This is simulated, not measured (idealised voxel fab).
process module | voxel transistor to metal
cross-section cut | 210 nm wide | cells 5 nm
A cross-section is a grid of square cells, given in bands from the top down. A band is one or more rows of cells.
Each band's line starts with the height of the band's top and of its bottom, in nm. Then come its materials from left to right, each with its width in nm. One material with "throughout" fills the band from edge to edge. "air" is empty space.
Height 0 is the level under which the wafer as received is all one material. The lowest band goes on downwards, as in "0 down".
A width such as "30 to 40" changes by the same amount from each row of cells to the next, from the band's top row to its bottom row.
"no change" after a step means that no cell of the cross-section changed.
closed voids: empty space of 8 cells or more with no open way to the top, each as width x height at its distance from the left edge, in nm
after a step's settings: what the simulator itself notes on the step
overlay nm, on a step with a mask: how far to the right of its planned place the mask lay; to the left if negative
plan
1 op RECEIVE | material Si
2 op CONFORMAL_DEP | material SiO2 | thk nm 5
3 op CONFORMAL_DEP | material SiN | thk nm 10
4 op DIRECTIONAL_DEP | material aC | thk nm 15
5 op PATTERN | tone cover | mask id ACTIVE | material resist | width nm 105 | thk nm 30 | overlay nm 0
6 op DIRECTIONAL_ETCH | etch materials aC | depth nm 15
7 op STRIP | etch materials resist
8 op DIRECTIONAL_ETCH | etch materials SiN | depth nm 10
9 op DIRECTIONAL_ETCH | etch materials SiO2 | depth nm 5
10 op DIRECTIONAL_ETCH | etch materials Si | depth nm 35
11 op STRIP | etch materials aC
12 op OXIDIZE | depth nm 5
13 op FILL_DEP | material SiO2 | thk nm 5
14 op CMP | height nm 15
15 op SELECTIVE_ETCH | etch materials SiO2 | depth nm 10
16 op STRIP | etch materials SiN
17 op SELECTIVE_ETCH | etch materials SiO2 | depth nm 5
18 op OXIDIZE | depth nm 5
19 op DIRECTIONAL_DEP | material polySi | thk nm 30
20 op DIRECTIONAL_DEP | material SiCN | thk nm 15
21 op PATTERN | tone cover | mask id GATE | material resist | width nm 25 | thk nm 20 | overlay nm 0
22 op DIRECTIONAL_ETCH | etch materials SiCN | depth nm 25
23 op DIRECTIONAL_ETCH | etch materials polySi | depth nm 40
24 op STRIP | etch materials resist
25 op CONFORMAL_DEP | material SiN | thk nm 5
26 op DIRECTIONAL_ETCH | etch materials SiN | depth nm 5
27 op DIRECTIONAL_ETCH | etch materials SiO2 | depth nm 5
28 op EPI | material pSi | thk nm 5
29 op FILL_DEP | material SiO2 | thk nm 5
30 op CMP | height nm 30
31 op STRIP | etch materials polySi
32 op SELECTIVE_ETCH | etch materials SiO2 | depth nm 5
33 op CONFORMAL_DEP | material HfO2 | thk nm 5
34 op CONFORMAL_DEP | material TiN | thk nm 5
35 op FILL_DEP | material W | thk nm 10
36 op CMP | height nm 25
37 op DIRECTIONAL_DEP | material SiO2 | thk nm 15
38 op MASKED_ETCH | tone open | mask id CONTACT | width nm 15 | pitch nm 70 | etch materials SiO2 | depth nm 40 | overlay nm 0
39 op CONFORMAL_DEP | material TiN | thk nm 5
40 op FILL_DEP | material W | thk nm 10
41 op CMP | height nm 40
42 op DIRECTIONAL_DEP | material TiN | thk nm 5
43 op DIRECTIONAL_DEP | material Ru | thk nm 20
44 op MASKED_ETCH | tone cover | mask id METAL_1 | width nm 15 | pitch nm 70 | etch materials Ru | depth nm 20 | overlay nm 0
45 op MASKED_ETCH | tone cover | mask id METAL_1 | width nm 15 | pitch nm 70 | etch materials TiN | depth nm 5 | overlay nm 0
46 op FILL_DEP | material lowk | thk nm 5
47 op CMP | height nm 65
48 op CONFORMAL_DEP | material SiCN | thk nm 5
as received, after step 1
  0 down: Si throughout
  closed voids: none
first wafer at the end, as planned
  70 to 65: SiCN throughout
  65 to 45: lowk 60 | Ru 15 | lowk 55 | Ru 15 | lowk 65
  45 to 40: lowk 60 | TiN 15 | lowk 55 | TiN 15 | lowk 65
  40 to 25: SiO2 60 | TiN 5 | W 5 | TiN 5 | SiO2 55 | TiN 5 | W 5 | TiN 5 | SiO2 65
  25 to 5: SiO2 60 | TiN 5 | W 5 | TiN 5 | SiO2 10 | SiN 5 | HfO2 5 | TiN 5 | W 5 | TiN 5 | HfO2 5 | SiN 5 | SiO2 10 | TiN 5 | W 5 | TiN 5 | SiO2 65
  5 to 0: SiO2 60 | TiN 15 | SiO2 10 | SiN 5 | HfO2 5 | TiN 15 | HfO2 5 | SiN 5 | SiO2 10 | TiN 15 | SiO2 65
  0 to -5: SiO2 50 | pSi 35 | HfO2 35 | pSi 35 | SiO2 55
  -5 to -40: SiO2 55 | Si 95 | SiO2 60
  -40 down: Si throughout
  closed voids: none
second wafer at the end: like start, like plan, one mistake
  70 to 65: SiCN throughout
  65 to 45: lowk 60 | Ru 15 | lowk 55 | Ru 15 | lowk 65
  45 to 40: lowk 60 | TiN 15 | lowk 55 | TiN 15 | lowk 65
  40 to 25: SiO2 60 | TiN 5 | W 5 | TiN 5 | SiO2 55 | TiN 5 | W 5 | TiN 5 | SiO2 65
  25 to 5: SiO2 60 | TiN 5 | W 5 | TiN 5 | SiO2 10 | SiN 5 | TiN 5 | HfO2 5 | W 5 | HfO2 5 | TiN 5 | SiN 5 | SiO2 10 | TiN 5 | W 5 | TiN 5 | SiO2 65
  5 to 0: SiO2 60 | TiN 15 | SiO2 10 | SiN 5 | TiN 5 | HfO2 15 | TiN 5 | SiN 5 | SiO2 10 | TiN 15 | SiO2 65
  0 to -5: SiO2 50 | pSi 35 | TiN 35 | pSi 35 | SiO2 55
  -5 to -40: SiO2 55 | Si 95 | SiO2 60
  -40 down: Si throughout
  closed voids: none
what went wrong: steps 33 and 34 were swapped
at the end the second wafer has, in cells: 6 fewer of HfO2 | 6 more of TiN
